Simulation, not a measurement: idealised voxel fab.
Module name: voxel lift off (process module)
Cross-sectional view cut (width: 180 nm; square cell size: 5 nm).
Cross-section = grid of square cells, listed top down in bands; band = one or more rows. A band entry consists of two parts. The first gives the height of the band's top and the height of its bottom, in nm. The rest lists the band's materials from left to right, each with its width in nm. A single material labelled with the word "throughout" fills the band from edge to edge, and the word "air" marks empty space. Basically, 0 is our baseline, since under it the wafer straight out of the box is all one material. The bottom band has no lower end and keeps on going down, so it looks like "0 -> down". Per-row width for "30 to 40": begins at first number (top row of band), ends at second number (bottom row), increment between rows held constant. A step reported as "all unchanged" is a step in which no cell of the cross-section changed. The entry "Voids lacking openings" lists the empty spaces that cover at least 8 cells and have no open path to the top. Each is written as width x height at distance, where the distance is measured from the left edge and all three values are in nm. Note: text after step settings on the step line = simulator remark on that step. "overlay nm" answers the question of how far to the right of plan the mask lay on a step that has a mask, and when it is negative the answer is to the left.
-- Process steps - plan
| 1 | RECEIVE | material Si |
| 2 | CONFORMAL_DEP | material Al2O3 | thk nm 15 |
| 3 | PATTERN | tone open | mask id LINES | material resist | width nm 25 | pitch nm 50 | thk nm 25 | overlay nm 0 |
| 4 | DIRECTIONAL_DEP | material Ru | thk nm 10 |
| 5 | STRIP | etch materials resist |
| 6 | CONFORMAL_DEP | material SiN | thk nm 5 |
-- First of two wafers, with the run carried out as planned
-- Shown in cross-section is the wafer as received, that is, as it stands after step 1
    0 -> down = Si throughout
    Voids lacking openings: none
-- The wafer in cross-section once step 2 is complete
    15 -> 0 = Al2O3 throughout
    Below 0, no change.
-- The wafer in cross-section once step 3 is complete
    40 -> 15 = 50 of resist; 25 of air; 25 of resist; 25 of air; 55 of resist
    Below 15, no change.
-- The wafer in cross-section once step 4 is complete
    50 -> 40 = 50 of Ru; 25 of air; 25 of Ru; 25 of air; 55 of Ru
    40 -> 25 = 50 of resist; 25 of air; 25 of resist; 25 of air; 55 of resist
    25 -> 15 = 50 of resist; 25 of Ru; 25 of resist; 25 of Ru; 55 of resist
    Below 15, no change.
-- The wafer in cross-section once step 5 is complete
    25 -> 15 = 50 of air; 25 of Ru; 25 of air; 25 of Ru; 55 of air
    Below 15, no change.
-- The wafer in cross-section once step 6 is complete
    30 -> 25 = 45 of air; 35 of SiN; 15 of air; 35 of SiN; 50 of air
    25 -> 20 = 45 of air; 5 of SiN; 25 of Ru; 5 of SiN; 15 of air; 5 of SiN; 25 of Ru; 5 of SiN; 50 of air
    20 -> 15 = 50 of SiN; 25 of Ru; 25 of SiN; 25 of Ru; 55 of SiN
    Below 15, no change.
-- Second wafer. Start and plan as for the first. One mistake made in running. Agrees with the first up to and including step 1
-- Cross-section of the second wafer at the time step 2 of the plan should have ended
    15 -> 0 = Ru throughout
    Below 0, no change.
-- Cross-section of the second wafer at the time step 3 of the plan should have ended
    40 -> 15 = 50 of resist; 25 of air; 25 of resist; 25 of air; 55 of resist
    Below 15, no change.
-- Cross-section of the second wafer at the time step 4 of the plan should have ended
    50 -> 40 = 50 of Ru; 25 of air; 25 of Ru; 25 of air; 55 of Ru
    40 -> 25 = 50 of resist; 25 of air; 25 of resist; 25 of air; 55 of resist
    25 -> 15 = 50 of resist; 25 of Ru; 25 of resist; 25 of Ru; 55 of resist
    Below 15, no change.
-- Cross-section of the second wafer at the time step 5 of the plan should have ended
    25 -> 15 = 50 of air; 25 of Ru; 25 of air; 25 of Ru; 55 of air
    Below 15, no change.
-- Cross-section of the second wafer at the time step 6 of the plan should have ended
    30 -> 25 = 45 of air; 35 of SiN; 15 of air; 35 of SiN; 50 of air
    25 -> 20 = 45 of air; 5 of SiN; 25 of Ru; 5 of SiN; 15 of air; 5 of SiN; 25 of Ru; 5 of SiN; 50 of air
    20 -> 15 = 50 of SiN; 25 of Ru; 25 of SiN; 25 of Ru; 55 of SiN
    Below 15, no change.
Where did the run depart from the plan? step 2 ran with different settings than intended, the actual operation and settings being CONFORMAL_DEP | material Ru | thk nm 15
Once processing is complete, comparing cell counts shows that the second wafer has more or fewer of certain materials than the first: Al2O3: 108 fewer; Ru: 108 more
